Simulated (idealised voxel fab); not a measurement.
Proc. module: voxel self aligned vias
Xsec cut, 235 nm wide, square cell size 5 nm.
Throughout this document, each cross-section is represented as a grid of square cells and is presented as a sequence of bands enumerated from the top downward, where a band comprises one or more rows of cells.
What a band's entry tells you: where the top is and where the bottom is, as heights in nm, and after that what lies inside, material by material from left to right, each with its width in nm. Empty space is written as the word "empty", and a single material marked with the word "everywhere" occupies the band from edge to edge.
The reference from which all heights are counted is 0, the level beneath which the as-received wafer is entirely one material; the lowest band, having no lower bound, proceeds downward and is written after the example "from 0 down".
Width "30->40": first value at the band's top row of cells, second value at its bottom row, equal change from row to row.
"nothing altered" -> step changed no cross-section cell.
If an empty space has no open way to the top and is at least 8 cells in size, "Cavities, closed" lists it, written width x height at distance, where distance is measured from the left edge and every value is in nm.
Past the settings on a step's line: simulator remark, on that step.
overlay nm: where the mask lay relative to plan, measured to the right, on steps with a mask; negatives go left.
### Process steps - plan
1: RECEIVE (material Si)
2: CONFORMAL_DEP (material SiO2; thk nm 10)
3: CONFORMAL_DEP (material SiCN; thk nm 5)
4: DIRECTIONAL_DEP (material SiO2; thk nm 20)
5: MASKED_ETCH (tone open; mask id LINES; width nm 25; pitch nm 70; etch materials SiO2; depth nm 20; overlay nm 0)
6: CONFORMAL_DEP (material TiN; thk nm 5)
7: FILL_DEP (material W; thk nm 10)
8: CMP (height nm 35)
9: SELECTIVE_ETCH (etch materials W Ru TiN; depth nm 5)
10: FILL_DEP (material SiN; thk nm 5)
11: CMP (height nm 35)
12: DIRECTIONAL_DEP (material SiO2; thk nm 15)
13: MASKED_ETCH (tone open; mask id VIAS; width nm 45; pitch nm 70; etch materials SiO2; depth nm 15; overlay nm 0)
14: MASKED_ETCH (tone open; mask id VIAS; width nm 45; pitch nm 70; etch materials SiN; depth nm 5; overlay nm 0)
15: CONFORMAL_DEP (material TiN; thk nm 5)
16: FILL_DEP (material W; thk nm 10)
17: CMP (height nm 50)
18: CONFORMAL_DEP (material SiN; thk nm 5)
### As-received state of the wafer in cross-section, equivalent to post-step 1
> from 0 down: Si everywhere
> Cavities, closed: none
### End-of-module cross-section. Starting structure and process plan as above; one mistake made in running it
> from 55 to 50: SiN everywhere
> from 50 to 35: SiO2 (60), TiN (5), W (35), TiN (5), SiO2 (25), TiN (5), W (35), TiN (5), SiO2 (60)
> from 35 to 30: SiO2 (60), TiN (45), SiO2 (25), TiN (45), SiO2 (60)
> from 30 to 20: SiO2 (60), TiN (15), W (15), TiN (15), SiO2 (25), TiN (15), W (15), TiN (15), SiO2 (60)
> from 20 to 15: SiO2 (70), TiN (25), SiO2 (45), TiN (25), SiO2 (70)
> from 15 to 10: SiCN everywhere
> from 10 to 0: SiO2 everywhere
> from 0 down: Si everywhere
> Cavities, closed: none
What was done differently from what was planned? regarding the plan, step 13 was run twice
